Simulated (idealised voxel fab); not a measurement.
Name of the process module below: voxel gate over fins
This is section cut - it's 245 nm across, gridded in 5 nm square cells.
Square cells in a grid make up a cross-section in this document, and the grid is given as bands, listed from the top down, each one or more rows of cells. Band: top and bottom heights (nm) first, top before bottom; then materials from left to right, widths in nm. "full width" marks a sole material filling the band edge to edge. "empty" denotes empty space. Note: height 0 marks the level under which the wafer is uniformly one material as received. Lowest band unbounded below, written "top 0, no bottom". The expression "30->40" gives the width at the extremes of the band, the first number at its top row of cells and the second at its bottom row, with the width changing by equal amounts from each row to the next in between. Basically "nothing altered" means that step didn't change any cell in the cross-section. Entry "Closed-off voids" = empty spaces >= 8 cells with no open way to the top; each as width x height at distance, distance from left edge, all nm. Where a step's line continues beyond its settings, the continuation is a remark by the simulator itself on that step. For masked steps, "overlay nm" on the step line gives how far right of plan the mask actually lay; a minus sign means it lay to the left.
**Intended process steps**
1) RECEIVE (material Si)
2) CONFORMAL_DEP (material SiN; thk nm 10)
3) PATTERN (tone cover; mask id FINS; material resist; width nm 15; pitch nm 35; thk nm 20; overlay nm 0)
4) DIRECTIONAL_ETCH (etch materials SiN; depth nm 10)
5) DIRECTIONAL_ETCH (etch materials Si; depth nm 40)
6) STRIP (etch materials resist)
7) FILL_DEP (material SiO2; thk nm 5)
8) CMP (height nm 10)
9) SELECTIVE_ETCH (etch materials SiO2; depth nm 20)
10) STRIP (etch materials SiN)
11) CONFORMAL_DEP (material HfO2; thk nm 5)
12) CONFORMAL_DEP (material TiN; thk nm 5)
13) FILL_DEP (material W; thk nm 10)
14) CMP (height nm 15)
15) CONFORMAL_DEP (material SiN; thk nm 10)
**Wafer cross-section on receipt, i.e. after step 1**
- top 0, no bottom  Si full width
- Closed-off voids: none
**Final wafer profile in cross-section after the module, from the same start and plan as above, with one mistake made during processing**
- top 25, bottom 15  SiN full width
- top 15, bottom 10  W full width
- top 10, bottom 5  W 85  TiN 70  W 90
- top 5, bottom 0  W 85  TiN 5  HfO2 25  TiN 10  HfO2 25  TiN 5  W 90
- top 0, bottom -5  TiN 90  HfO2 5  Si 15  HfO2 5  TiN 10  HfO2 5  Si 15  HfO2 5  TiN 95
- top -5, bottom -10  HfO2 95  Si 15  HfO2 20  Si 15  HfO2 100
- top -10, bottom -80  SiO2 95  Si 15  SiO2 20  Si 15  SiO2 100
- top -80, no bottom  Si full width
- Closed-off voids: none
Diagnosis: it should be noted that step 5 of the plan was executed twice
